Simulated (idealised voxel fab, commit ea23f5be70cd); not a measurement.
Process module in this document: voxel released beams
The width of the displayed cross-section, cut, is 235 nm; its cells are square, with a size of 5 nm.
When this document writes out a cross-section, it uses a grid of square cells and lists it as bands, beginning at the top and moving down, with a band standing for one or more rows of cells. What a band's entry tells you: where the top is and where the bottom is, as heights in nm, and after that what lies inside, material by material from left to right, each with its width in nm. Empty space is written as the word "blank", and a single material marked with the word "full width" occupies the band from edge to edge. Zero point of the height axis is 0; under it, received wafer = one material. Lowest band: continues down indefinitely, "0 -> down". So if you see something like "30 to 40" for the width, read it as the top row of the band sitting at the first number and the bottom row at the second, with every row in between moving by the same amount as the last. "no alterations made" for a step: no cell of the cross-section changed in that step. In the "Non-vented voids" entry, you get each enclosed empty space of 8 cells or more, one with no open way to the top, written width x height at distance, distance from the left edge, in nm. Anything after a step's settings on that line? It's the simulator's own note about the step. overlay nm: step with mask; distance mask lay right of planned place; negative value = left of planned place.
Planned step list for the process
1) RECEIVE (material Si)
2) CONFORMAL_DEP (material Al2O3; thk nm 10)
3) DIRECTIONAL_DEP (material SiO2; thk nm 15)
4) MASKED_ETCH (tone open; mask id ANCHOR; width nm 30; etch materials SiO2; depth nm 15; overlay nm 0)
5) CONFORMAL_DEP (material polySi; thk nm 10)
6) MASKED_ETCH (tone cover; mask id BEAM; width nm 100; etch materials polySi; depth nm 10; overlay nm 0)
7) STRIP (etch materials SiO2)
The following pertains to the first of two wafers, which was processed as planned
The cross-section here shows the wafer as received, i.e. in its state after step 1
	0 -> down  Si full width
	Non-vented voids: none
Once step 2 is through, the wafer looks like this in cross-section
	10 -> 0  Al2O3 full width
	Below a height of 0, the structure has not been altered.
Once step 3 is through, the wafer looks like this in cross-section
	25 -> 10  SiO2 full width
	Below a height of 10, the structure has not been altered.
Once step 4 is through, the wafer looks like this in cross-section
	25 -> 10  SiO2 70 nm; blank 30 nm; SiO2 135 nm
	Below a height of 10, the structure has not been altered.
Once step 5 is through, the wafer looks like this in cross-section
	35 -> 25  polySi 80 nm; blank 10 nm; polySi 145 nm
	25 -> 20  SiO2 70 nm; polySi 10 nm; blank 10 nm; polySi 10 nm; SiO2 135 nm
	20 -> 10  SiO2 70 nm; polySi 30 nm; SiO2 135 nm
	Below a height of 10, the structure has not been altered.
Once step 6 is through, the wafer looks like this in cross-section
	35 -> 25  blank 65 nm; polySi 15 nm; blank 10 nm; polySi 75 nm; blank 70 nm
	Below a height of 25, the structure has not been altered.
Once step 7 is through, the wafer looks like this in cross-section
	35 -> 25  blank 65 nm; polySi 15 nm; blank 10 nm; polySi 75 nm; blank 70 nm
	25 -> 20  blank 70 nm; polySi 10 nm; blank 10 nm; polySi 10 nm; blank 135 nm
	20 -> 10  blank 70 nm; polySi 30 nm; blank 135 nm
	Below a height of 10, the structure has not been altered.
Second Wafer (Identical Start and Plan, One Processing Error; Matches First Wafer Through Step 4)
Cross-section, second wafer, at the end time the plan gives for step 5
	40 -> 25  polySi full width
	25 -> 10  SiO2 70 nm; polySi 30 nm; SiO2 135 nm
	Below a height of 10, the structure has not been altered.
Cross-section, second wafer, at the end time the plan gives for step 6
	40 -> 30  blank 65 nm; polySi 100 nm; blank 70 nm
	Below a height of 30, the structure has not been altered.
Cross-section, second wafer, at the end time the plan gives for step 7: no alterations made
In executing the process, a mistake was made relative to the plan: step 5: run off-plan, actual operation and settings CONFORMAL_DEP (material polySi; thk nm 15)
Final difference in cells, second wafer against first, listed per material as more or fewer: SiO2: 123 more | polySi: 53 more
